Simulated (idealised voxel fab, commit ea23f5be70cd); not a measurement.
The process module that follows is named voxel self aligned vias.
Shown is cross-section cut, with a width of 235 nm and square cells of size 5 nm.
This document writes a cross-section as a grid whose cells are square, and gives it as bands, listed from the top down; one or more rows of cells form a band.
First you get the band's top height and its bottom height, in nm, and then the materials it's made of, left to right, with each width in nm. If you see a single material with "edge to edge", that one covers the band edge to edge. "empty" is empty space.
Zero point of the height axis is 0; under it, received wafer = one material. Lowest band: continues down indefinitely, "0 and below".
With a width like "30->40", each row of cells in the band differs from the next by the same amount, the top row carrying the first number and the bottom row the second.
It should be understood that the words "remains unaltered", when stated for a given step, signify that the cross-section underwent no change in any of its cells during that step.
"Sealed cavities" means: voids of 8 cells or more that are shut off from the top with no open way through. Written width x height at distance, distance from the left edge, in nm.
If you see something after the settings on a step's line, that's the simulator's own remark about that step.
"overlay nm" denotes, for a step that has a mask, the displacement of the mask to the right of its planned place, with negative values corresponding to the left.

-- plan
1: op RECEIVE | material Si
2: op CONFORMAL_DEP | material SiO2 | thk nm 10
3: op CONFORMAL_DEP | material SiCN | thk nm 5
4: op DIRECTIONAL_DEP | material lowk | thk nm 20
5: op MASKED_ETCH | tone open | mask id LINES | width nm 30 | pitch nm 70 | etch materials lowk | depth nm 20 | overlay nm 0
6: op CONFORMAL_DEP | material TiN | thk nm 5
7: op FILL_DEP | material W | thk nm 10
8: op CMP | height nm 35
9: op SELECTIVE_ETCH | etch materials W Ru TiN | depth nm 5
10: op FILL_DEP | material SiN | thk nm 5
11: op CMP | height nm 35
12: op DIRECTIONAL_DEP | material lowk | thk nm 15
13: op PATTERN | tone open | mask id VIAS | material resist | width nm 50 | thk nm 20 | overlay nm 0
14: op DIRECTIONAL_ETCH | etch materials lowk | depth nm 15
15: op DIRECTIONAL_ETCH | etch materials SiN | depth nm 5
16: op STRIP | etch materials resist
17: op CONFORMAL_DEP | material TiN | thk nm 5
18: op FILL_DEP | material Cu | thk nm 5
19: op CMP | height nm 50
20: op CONFORMAL_DEP | material SiCN | thk nm 5

-- As received (post step 1): cross-section
	0 and below | Si edge to edge
	Sealed cavities: none

-- Sectioned view, first of two wafers, at the close of the module, processed as intended in the plan
	55 down to 50 | SiCN edge to edge
	50 down to 40 | 55 of lowk | 5 of TiN | 40 of Cu | 5 of TiN | 130 of lowk
	40 down to 35 | 55 of lowk | 15 of TiN | 20 of Cu | 15 of TiN | 130 of lowk
	35 down to 30 | 65 of lowk | 30 of TiN | 40 of lowk | 30 of SiN | 70 of lowk
	30 down to 20 | 65 of lowk | 5 of TiN | 20 of W | 5 of TiN | 40 of lowk | 5 of TiN | 20 of W | 5 of TiN | 70 of lowk
	20 down to 15 | 65 of lowk | 30 of TiN | 40 of lowk | 30 of TiN | 70 of lowk
	15 down to 10 | SiCN edge to edge
	10 down to 0 | SiO2 edge to edge
	0 and below | Si edge to edge
	Sealed cavities: none

-- Second wafer cross-section at end of module - shared start and plan with the first, one mistake in the run
	55 down to 50 | SiCN edge to edge
	50 down to 35 | 55 of lowk | 5 of TiN | 40 of Cu | 5 of TiN | 130 of lowk
	35 down to 30 | 55 of SiN | 50 of TiN | 130 of SiN
	30 down to 15 | 65 of lowk | 5 of TiN | 20 of W | 5 of TiN | 40 of lowk | 5 of TiN | 20 of W | 5 of TiN | 70 of lowk
	15 down to 10 | 65 of lowk | 30 of TiN | 40 of lowk | 30 of TiN | 70 of lowk
	10 down to 0 | SiO2 edge to edge
	0 and below | Si edge to edge
	Sealed cavities: none
The plan and the run diverged here: step 3 of the plan was jumped over and never run
End check, counted in cells, second wafer has more or fewer of these materials than the first: +4 Cu, -47 SiCN, +31 SiN, +4 TiN, +8 W
